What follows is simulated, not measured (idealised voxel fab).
process module | voxel local oxidation
cross-section cut | 240 nm wide | cells 5 nm
A cross-section is a grid of square cells, given in bands from the top down. A band is one or more rows of cells.
Each band's line starts with the height of the band's top and of its bottom, in nm. Then come its materials from left to right, each with its width in nm. One material with "throughout" fills the band from edge to edge. "air" is empty space.
Height 0 is the level under which the wafer as received is all one material. The lowest band goes on downwards, as in "0 down".
A width such as "30 to 40" changes by the same amount from each row of cells to the next, from the band's top row to its bottom row.
"no change" after a step means that no cell of the cross-section changed.
closed voids: empty space of 8 cells or more with no open way to the top, each as width x height at its distance from the left edge, in nm
after a step's settings: what the simulator itself notes on the step
overlay nm, on a step with a mask: how far to the right of its planned place the mask lay; to the left if negative
plan
1 op RECEIVE | material Si
2 op OXIDIZE | depth nm 5
3 op CONFORMAL_DEP | material SiN | thk nm 10
4 op DIRECTIONAL_DEP | material aC | thk nm 15
5 op PATTERN | tone cover | mask id ACTIVE | material resist | width nm 100 | thk nm 35 | overlay nm 0
6 op DIRECTIONAL_ETCH | etch materials aC | depth nm 15
7 op STRIP | etch materials resist
8 op DIRECTIONAL_ETCH | etch materials SiN | depth nm 10
9 op STRIP | etch materials aC
10 op SELECTIVE_ETCH | etch materials SiO2 | depth nm 5
11 op OXIDIZE | depth nm 15
12 op STRIP | etch materials SiN
as received, after step 1
  0 down: Si throughout
  closed voids: none
first wafer at the end, as planned
  0 to -5: air 75 | SiO2 90 | air 75
  -5 to -20: SiO2 90 | Si 60 | SiO2 90
  -20 down: Si throughout
  closed voids: none
second wafer at the end: like start, like plan, one mistake
  0 to -5: air 85 | SiO2 70 | air 85
  -5 to -20: SiO2 100 | Si 40 | SiO2 100
  -20 down: Si throughout
  closed voids: none
what went wrong: step 10 ran as: op SELECTIVE_ETCH | etch materials SiO2 | depth nm 15
at the end the second wafer has, in cells: 12 fewer of Si | 8 more of SiO2
